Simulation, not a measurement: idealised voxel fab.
process module | voxel self aligned vias
cross-section cut | 255 nm wide | cells 5 nm
A cross-section is a grid of square cells, given in bands from the top down. A band is one or more rows of cells.
Each band's line starts with the height of the band's top and of its bottom, in nm. Then come its materials from left to right, each with its width in nm. One material with "throughout" fills the band from edge to edge. "air" is empty space.
Height 0 is the level under which the wafer as received is all one material. The lowest band goes on downwards, as in "0 down".
A width such as "30 to 40" changes by the same amount from each row of cells to the next, from the band's top row to its bottom row.
"no change" after a step means that no cell of the cross-section changed.
closed voids: empty space of 8 cells or more with no open way to the top, each as width x height at its distance from the left edge, in nm
after a step's settings: what the simulator itself notes on the step
overlay nm, on a step with a mask: how far to the right of its planned place the mask lay; to the left if negative
plan
1 op RECEIVE | material Si
2 op CONFORMAL_DEP | material SiO2 | thk nm 10
3 op CONFORMAL_DEP | material SiCN | thk nm 5
4 op DIRECTIONAL_DEP | material lowk | thk nm 25
5 op DIRECTIONAL_DEP | material aC | thk nm 10
6 op PATTERN | tone open | mask id LINES | material resist | width nm 25 | pitch nm 65 | thk nm 25 | overlay nm 0
7 op DIRECTIONAL_ETCH | etch materials aC | depth nm 10
8 op STRIP | etch materials resist
9 op DIRECTIONAL_ETCH | etch materials lowk | depth nm 25
10 op STRIP | etch materials aC
11 op CONFORMAL_DEP | material TiN | thk nm 5
12 op FILL_DEP | material W | thk nm 10
13 op CMP | height nm 40
14 op SELECTIVE_ETCH | etch materials W Ru TiN | depth nm 5
15 op FILL_DEP | material SiN | thk nm 5
16 op CMP | height nm 40
17 op DIRECTIONAL_DEP | material lowk | thk nm 15
18 op MASKED_ETCH | tone open | mask id VIAS | width nm 45 | pitch nm 130 | etch materials lowk | depth nm 15 | overlay nm 0
19 op MASKED_ETCH | tone open | mask id VIAS | width nm 45 | pitch nm 130 | etch materials SiN | depth nm 5 | overlay nm 0
20 op CONFORMAL_DEP | material TiN | thk nm 5
21 op FILL_DEP | material Ru | thk nm 5
22 op CMP | height nm 55
23 op CONFORMAL_DEP | material SiN | thk nm 5
as received, after step 1
  0 down: Si throughout
  closed voids: none
first wafer at the end, as planned
  60 to 55: SiN throughout
  55 to 45: lowk 40 | TiN 5 | Ru 35 | TiN 5 | lowk 85 | TiN 5 | Ru 35 | TiN 5 | lowk 40
  45 to 40: lowk 40 | TiN 15 | Ru 15 | TiN 15 | lowk 85 | TiN 15 | Ru 15 | TiN 15 | lowk 40
  40 to 35: lowk 50 | TiN 25 | lowk 40 | SiN 25 | lowk 40 | TiN 25 | lowk 50
  35 to 20: lowk 50 | TiN 5 | W 15 | TiN 5 | lowk 40 | TiN 5 | W 15 | TiN 5 | lowk 40 | TiN 5 | W 15 | TiN 5 | lowk 50
  20 to 15: lowk 50 | TiN 25 | lowk 40 | TiN 25 | lowk 40 | TiN 25 | lowk 50
  15 to 10: SiCN throughout
  10 to 0: SiO2 throughout
  0 down: Si throughout
  closed voids: none
second wafer at the end: like start, like plan, one mistake
  60 to 55: SiN throughout
  55 to 45: lowk 40 | SiO2 5 | Ru 35 | SiO2 5 | lowk 85 | SiO2 5 | Ru 35 | SiO2 5 | lowk 40
  45 to 40: lowk 40 | SiO2 15 | Ru 15 | SiO2 15 | lowk 85 | SiO2 15 | Ru 15 | SiO2 15 | lowk 40
  40 to 35: lowk 50 | SiO2 25 | lowk 40 | SiN 25 | lowk 40 | SiO2 25 | lowk 50
  35 to 20: lowk 50 | TiN 5 | W 15 | TiN 5 | lowk 40 | TiN 5 | W 15 | TiN 5 | lowk 40 | TiN 5 | W 15 | TiN 5 | lowk 50
  20 to 15: lowk 50 | TiN 25 | lowk 40 | TiN 25 | lowk 40 | TiN 25 | lowk 50
  15 to 10: SiCN throughout
  10 to 0: SiO2 throughout
  0 down: Si throughout
  closed voids: none
what went wrong: step 20 ran as: op CONFORMAL_DEP | material SiO2 | thk nm 5
at the end the second wafer has, in cells: 30 more of SiO2 | 30 fewer of TiN
